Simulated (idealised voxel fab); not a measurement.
voxel tone inversion: a process module
Displayed cross-section: cut, width of 285 nm, square cells sized 5 nm.
Notation: cross-section as square-cell grid; stated in bands, top first, going down; one or more cell rows per band.
Top, bottom (nm), then materials left to right with widths (nm); lone material tagged "all across" fills the whole band edge to edge; "empty" = empty space.
Note: height 0 marks the level under which the wafer is uniformly one material as received. Lowest band unbounded below, written "0 down".
The width entry "30->40" should be interpreted row by row: the top row of cells in the band takes the first number, the bottom row takes the second number, and the change between adjacent rows is uniform throughout.
When a step is marked "left unchanged", none of the cells in the cross-section changed during that step.
You'll see "Voids, sealed" listing empty spaces that have no way open to the top, as long as they're 8 cells or more; the notation is width x height at distance, where the distance is from the left edge, and all of it is in nm.
Step line, after settings: the simulator's comment on this step.
Steps that use a mask can have "overlay nm" on their line. It says how far the mask sat to the right of where it was meant to be. Negative means to the left.
-- This section lists the process steps that were planned
- 1: RECEIVE [material Si]
- 2: CONFORMAL_DEP [material SiN] [thk nm 10]
- 3: DIRECTIONAL_DEP [material aC] [thk nm 15]
- 4: PATTERN [tone cover] [mask id POSTS] [material resist] [width nm 20] [pitch nm 45] [thk nm 20] [overlay nm 0]
- 5: DIRECTIONAL_ETCH [etch materials aC] [depth nm 15]
- 6: STRIP [etch materials resist]
- 7: FILL_DEP [material SiO2] [thk nm 10]
- 8: CMP [height nm 25]
- 9: STRIP [etch materials aC]
-- Shown in cross-section is the wafer as received, that is, as it stands after step 1
0 down = Si all across
Voids, sealed: none
-- Looking at the first of two wafers in cross-section at end of module - ran to plan
25 to 10 = 110 of SiO2  20 of empty  25 of SiO2  20 of empty  110 of SiO2
10 to 0 = SiN all across
0 down = Si all across
Voids, sealed: none
-- Cross-section, wafer two of two, end of module: same start and plan as wafer one, one error in execution
25 to 10 = 115 of SiO2  20 of empty  25 of SiO2  20 of empty  105 of SiO2
10 to 0 = SiN all across
0 down = Si all across
Voids, sealed: none
Finding, execution versus plan: off-plan run, step 4, actual operation and settings PATTERN [tone cover] [mask id POSTS] [material resist] [width nm 20] [pitch nm 45] [thk nm 20] [overlay nm 5]
Matching per-material cell counts, mismatched positions: that is how the second wafer compares with the first at the end.
